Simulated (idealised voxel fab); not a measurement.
Process module name: voxel double patterning
This is section cut - it's 300 nm across, gridded in 5 nm square cells.
How to read a cross-section here: the picture is a grid of square cells, written as bands going from the top down, and any band can span one or more rows of cells. The entry gives the band's vertical extent as a top height and a bottom height in nm, then its horizontal make-up as materials from left to right, each with a width in nm. "empty" stands for empty space; a single material marked "everywhere" fills the band edge to edge. We count height from 0. Below that, the starting wafer is all one material. The lowest band never ends at the bottom but goes on down; see "0 nm and below" for how that is written. A width such as "30 to 40" changes by the same amount from each row of cells to the next, from the band's top row to its bottom row. It should be understood that the words "remains unaltered", when stated for a given step, signify that the cross-section underwent no change in any of its cells during that step. "Tabulated closed voids" means: voids of 8 cells or more that are shut off from the top with no open way through. Written width x height at distance, distance from the left edge, in nm. Step line, after settings: the simulator's comment on this step. The line of a step may include "overlay nm". On a step with a mask, this value is how far to the right of its planned place the mask lay. A negative value means the mask lay to the left.

## Planned process steps
- 1: RECEIVE (material Si)
- 2: CONFORMAL_DEP (material SiO2; thk nm 10)
- 3: DIRECTIONAL_DEP (material TiN; thk nm 15)
- 4: DIRECTIONAL_DEP (material SiCN; thk nm 5)
- 5: DIRECTIONAL_DEP (material aC; thk nm 10)
- 6: PATTERN (tone open; mask id FIRST; material resist; width nm 15; pitch nm 50; thk nm 30; overlay nm 0)
- 7: DIRECTIONAL_ETCH (etch materials aC; depth nm 10)
- 8: STRIP (etch materials resist)
- 9: DIRECTIONAL_ETCH (etch materials SiCN; depth nm 5)
- 10: STRIP (etch materials aC)
- 11: MASKED_ETCH (tone open; mask id SECOND; width nm 15; pitch nm 50; etch materials SiCN; depth nm 5; overlay nm 0)
- 12: DIRECTIONAL_ETCH (etch materials TiN; depth nm 15)
- 13: STRIP (etch materials SiCN)

## First of two wafers: run as planned

## Incoming wafer, cross-sectional view, post step 1
	0 nm and below | Si everywhere
	Tabulated closed voids: none

## You're looking at a cross-section of the wafer after step 2
	10 nm to 0 nm | SiO2 everywhere
	Note: structure below 0 unchanged.

## You're looking at a cross-section of the wafer after step 3
	25 nm to 10 nm | TiN everywhere
	Note: structure below 10 unchanged.

## You're looking at a cross-section of the wafer after step 4
	30 nm to 25 nm | SiCN everywhere
	Note: structure below 25 unchanged.

## You're looking at a cross-section of the wafer after step 5
	40 nm to 30 nm | aC everywhere
	Note: structure below 30 unchanged.

## You're looking at a cross-section of the wafer after step 6
	70 nm to 40 nm | resist=90, then empty=15, then resist=35, then empty=15, then resist=35, then empty=15, then resist=95
	Note: structure below 40 unchanged.

## You're looking at a cross-section of the wafer after step 7
	60 nm to 40 nm | resist=90, then empty=15, then resist=35, then empty=15, then resist=35, then empty=15, then resist=95
	40 nm to 30 nm | aC=90, then empty=15, then aC=35, then empty=15, then aC=35, then empty=15, then aC=95
	Note: structure below 30 unchanged.

## You're looking at a cross-section of the wafer after step 8
	40 nm to 30 nm | aC=90, then empty=15, then aC=35, then empty=15, then aC=35, then empty=15, then aC=95
	Note: structure below 30 unchanged.

## You're looking at a cross-section of the wafer after step 9
	40 nm to 30 nm | aC=90, then empty=15, then aC=35, then empty=15, then aC=35, then empty=15, then aC=95
	30 nm to 25 nm | SiCN=90, then empty=15, then SiCN=35, then empty=15, then SiCN=35, then empty=15, then SiCN=95
	Note: structure below 25 unchanged.

## You're looking at a cross-section of the wafer after step 10
	30 nm to 25 nm | SiCN=90, then empty=15, then SiCN=35, then empty=15, then SiCN=35, then empty=15, then SiCN=95
	Note: structure below 25 unchanged.

## You're looking at a cross-section of the wafer after step 11
	30 nm to 25 nm | SiCN=90, then empty=15, then SiCN=10, then empty=15, then SiCN=10, then empty=15, then SiCN=10, then empty=15, then SiCN=10, then empty=15, then SiCN=95
	Note: structure below 25 unchanged.

## You're looking at a cross-section of the wafer after step 12
	30 nm to 25 nm | SiCN=90, then empty=15, then SiCN=10, then empty=15, then SiCN=10, then empty=15, then SiCN=10, then empty=15, then SiCN=10, then empty=15, then SiCN=95
	25 nm to 10 nm | TiN=90, then empty=15, then TiN=10, then empty=15, then TiN=10, then empty=15, then TiN=10, then empty=15, then TiN=10, then empty=15, then TiN=95
	Note: structure below 10 unchanged.

## You're looking at a cross-section of the wafer after step 13
	25 nm to 10 nm | TiN=90, then empty=15, then TiN=10, then empty=15, then TiN=10, then empty=15, then TiN=10, then empty=15, then TiN=10, then empty=15, then TiN=95
	Note: structure below 10 unchanged.

## The Second Wafer: Common Origin and Plan, One Mistake in Execution, Identical to the First Through Step 10

## Second wafer, cross-section, planned end of step 11
	30 nm to 25 nm | empty=115, then SiCN=15, then empty=35, then SiCN=15, then empty=120
	Note: structure below 25 unchanged.

## Second wafer, cross-section, planned end of step 12
	30 nm to 25 nm | empty=115, then SiCN=15, then empty=35, then SiCN=15, then empty=120
	25 nm to 10 nm | empty=115, then TiN=15, then empty=35, then TiN=15, then empty=120
	Note: structure below 10 unchanged.

## Second wafer, cross-section, planned end of step 13
	25 nm to 10 nm | empty=115, then TiN=15, then empty=35, then TiN=15, then empty=120
	Note: structure below 10 unchanged.
Nonconformance to the process plan: step 11 changed vs plan, executed as MASKED_ETCH (tone cover; mask id SECOND; width nm 15; pitch nm 50; etch materials SiCN; depth nm 5; overlay nm 0)
Wafer comparison, final, in cells, second relative to first, materials more or fewer: 117 fewer of TiN
